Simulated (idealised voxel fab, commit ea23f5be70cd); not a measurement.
This section sets out a process module, namely voxel tone inversion.
The cross-section on display is named cut; it measures 225 nm wide, and its cells are 5 nm squares.
Cross-section spec: square-cell grid; bands listed top down; each band is one or more rows.
Heads up on the band format: heights come first, top then bottom, in nm. After that it's the materials left to right, each with its width in nm. A single material flagged "throughout" fills the whole band edge to edge, and "air" means there's empty space there.
Measure heights from 0. That's the level where, below it, the as-received wafer is all one material. The lowest band is bottomless and extends downward; write it as in "0 nm and below".
Width spec "30 to 40" -> top row of cells at first value, bottom row at second value, equal per-row change in between.
The cross-section has no changed cell in any step marked "no modifications".
Entry "Closed internal cavities". Content: empty spaces with no open connection to the top, size 8 cells or greater. Each: width x height at distance. Distance: from left edge. Unit: nm.
What comes after the settings on a step's line is commentary from the simulator itself on that step.
overlay nm: how far to the right of its planned place the mask lay on this masked step (negative: to the left).

Planned process steps
1 RECEIVE: material Si
2 CONFORMAL_DEP: material SiN, thk nm 5
3 DIRECTIONAL_DEP: material polySi, thk nm 20
4 PATTERN: tone cover, mask id POSTS, material resist, width nm 25, pitch nm 40, thk nm 30, overlay nm 0
5 DIRECTIONAL_ETCH: etch materials polySi, depth nm 20
6 STRIP: etch materials resist
7 FILL_DEP: material lowk, thk nm 10
8 CMP: height nm 15
9 STRIP: etch materials polySi
Where the wafers of this document differ is in the height nm of step 8; they start out the same, and the plan states the value that applied to the first wafer.

Here's the first of the wafers in cross-section, just as we got it, i.e. after step 1
- 0 nm and below: Si throughout
- Closed internal cavities: none

Where each wafer stands at the end of the module, a row apiece: cells of each material gained (+) or lost (-) since it was received, then closed voids
height nm 15, +45 SiN, +50 lowk, Closed internal cavities: none
height nm 20, +45 SiN, +75 lowk, Closed internal cavities: none
height nm 25, +45 SiN, +100 lowk, Closed internal cavities: none
height nm 30, +45 SiN, +145 lowk, +80 polySi, Closed internal cavities: none
height nm 35, +45 SiN, +190 lowk, +80 polySi, Closed internal cavities: none
